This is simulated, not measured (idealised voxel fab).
The document below concerns the process module designated voxel double patterning.
Pictured: cross-section cut, 165 nm wide, on a grid of 5 nm square cells.
Reading order for cross-sections: top band down to bottom band. Underlying form: a grid of square cells. Band size: one or more rows of cells. Look at the band entry: it leads with the top's height and the bottom's height in nm. Then it lists the materials left to right, with a width in nm for each. The word "full width" on a single material says that material fills the band edge to edge. The word "blank" is empty space. It should be noted that heights are counted from 0, beneath which the wafer as supplied is of one material throughout, and that the lowest band possesses no lower boundary but continues downward, as written in "0 -> down". Quick explanation for "30->40": the width changes in equal steps down the rows of cells, from the first number in the band's top row to the second number in its bottom row. Given "stayed the same" for a step, no cell of the cross-section differs between before and after that step. You'll see "Catalogued sealed voids" listing empty spaces that have no way open to the top, as long as they're 8 cells or more; the notation is width x height at distance, where the distance is from the left edge, and all of it is in nm. after a step's settings: what the simulator itself notes on the step. "overlay nm", when on a step's line for a step with a mask, measures how far to the right of its planned place the mask lay; a negative measure means to the left.
Steps in the process plan:
1: op RECEIVE | material Si
2: op CONFORMAL_DEP | material SiO2 | thk nm 10
3: op DIRECTIONAL_DEP | material polySi | thk nm 15
4: op DIRECTIONAL_DEP | material SiN | thk nm 10
5: op DIRECTIONAL_DEP | material aC | thk nm 10
6: op PATTERN | tone open | mask id FIRST | material resist | width nm 15 | pitch nm 50 | thk nm 30 | overlay nm 0
7: op DIRECTIONAL_ETCH | etch materials aC | depth nm 10
8: op STRIP | etch materials resist
9: op DIRECTIONAL_ETCH | etch materials SiN | depth nm 10
10: op STRIP | etch materials aC
11: op DIRECTIONAL_DEP | material aC | thk nm 10
12: op PATTERN | tone open | mask id SECOND | material resist | width nm 15 | pitch nm 50 | thk nm 30 | overlay nm 0
13: op DIRECTIONAL_ETCH | etch materials aC | depth nm 10
14: op STRIP | etch materials resist
15: op DIRECTIONAL_ETCH | etch materials SiN | depth nm 10
16: op STRIP | etch materials aC
17: op DIRECTIONAL_ETCH | etch materials polySi | depth nm 15
18: op STRIP | etch materials SiN
Received-state cross-section, reflecting completion of step 1:
0 -> down  Si full width
Catalogued sealed voids: none
The first of two wafers, cross-sectioned at the end of the module, with the run proceeding as planned:
25 -> 10  25 polySi, 15 blank, 10 polySi, 15 blank, 10 polySi, 15 blank, 10 polySi, 15 blank, 10 polySi, 15 blank, 25 polySi
10 -> 0  SiO2 full width
0 -> down  Si full width
Catalogued sealed voids: none
Cross-section at end of module for the second wafer of two, which matched the first in starting point and plan and differed by one mistake in its processing:
25 -> 15  SiO2 full width
15 -> 0  polySi full width
0 -> down  Si full width
Catalogued sealed voids: none
Diagnosis: steps 2 and 3 of the plan were each performed in the slot designated for the other
at the end the second wafer has, in cells: 45 more of polySi
